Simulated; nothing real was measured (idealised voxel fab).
Presented below is a process module, voxel self aligned vias.
205 nm wide, 5 nm square cells: that's cross-section cut.
Bands, listed from the top down, are how a cross-section gets written in this document; the cross-section itself is a grid of square cells, and a band is one or more rows of them. It is stipulated that each band's entry specify, in nanometres, the height of the top of the band and then that of its bottom, followed by the materials of the band in left-to-right sequence, each together with its width in nanometres. A single material marked by the word "all across" is understood to fill the band from edge to edge; the word "empty" is understood to denote empty space. All heights in this document are referenced to 0, defined as the level beneath which the wafer, as received, consists entirely of one material. The lowest band is not bounded below; it extends indefinitely downward and is written in the form "0 down". Per-row width for "30..40": begins at first number (top row of band), ends at second number (bottom row), increment between rows held constant. Basically "no change occurred" means that step didn't change any cell in the cross-section. The entry "Enclosed cavities" lists the empty spaces that cover at least 8 cells and have no open path to the top. Each is written as width x height at distance, where the distance is measured from the left edge and all three values are in nm. On a step's line, text after the settings is the simulator commenting on that step. overlay nm: where the mask lay relative to plan, measured to the right, on steps with a mask; negatives go left.
### This section lists the process steps that were planned
1 RECEIVE with material Si
2 CONFORMAL_DEP with material SiO2, thk nm 15
3 CONFORMAL_DEP with material SiCN, thk nm 5
4 DIRECTIONAL_DEP with material SiO2, thk nm 20
5 PATTERN with tone open, mask id LINES, material resist, width nm 15, pitch nm 60, thk nm 20, overlay nm 0
6 DIRECTIONAL_ETCH with etch materials SiO2, depth nm 20
7 STRIP with etch materials resist
8 CONFORMAL_DEP with material TiN, thk nm 5
9 FILL_DEP with material Ru, thk nm 5
10 CMP with height nm 40
11 SELECTIVE_ETCH with etch materials W Ru TiN, depth nm 5
12 FILL_DEP with material SiN, thk nm 5
13 CMP with height nm 40
14 DIRECTIONAL_DEP with material SiO2, thk nm 15
15 MASKED_ETCH with tone open, mask id VIAS, width nm 45, pitch nm 60, etch materials SiO2, depth nm 15, overlay nm 0
16 MASKED_ETCH with tone open, mask id VIAS, width nm 45, pitch nm 60, etch materials SiN, depth nm 5, overlay nm 0
17 CONFORMAL_DEP with material TiN, thk nm 5
18 FILL_DEP with material W, thk nm 5
19 CMP with height nm 55
20 CONFORMAL_DEP with material SiN, thk nm 5
The wafers are alike at the start. At step 5, their width nm differs. The plan lists the first wafer's value.
### Cross-section of the first incoming wafer of several, state after step 1
* 0 down | Si all across
* Enclosed cavities: none
### Here is how to read the rows: every wafer has a row, and it shows the wafer at the end of the module, giving for each material how many cells were gained (+) or lost (-) since the wafer was received, then listing its closed voids
width nm 15; +6 Ru; +41 SiCN; +41 SiN; +293 SiO2; +66 TiN; +45 W; Enclosed cavities: none
width nm 20; +12 Ru; +41 SiCN; +41 SiN; +281 SiO2; +69 TiN; +48 W; Enclosed cavities: none
width nm 25; +18 Ru; +41 SiCN; +41 SiN; +269 SiO2; +72 TiN; +51 W; Enclosed cavities: none
width nm 30; +24 Ru; +41 SiCN; +41 SiN; +257 SiO2; +75 TiN; +54 W; Enclosed cavities: none
width nm 35; +30 Ru; +41 SiCN; +41 SiN; +245 SiO2; +78 TiN; +57 W; Enclosed cavities: none
width nm 40; +36 Ru; +41 SiCN; +41 SiN; +233 SiO2; +81 TiN; +60 W; Enclosed cavities: none
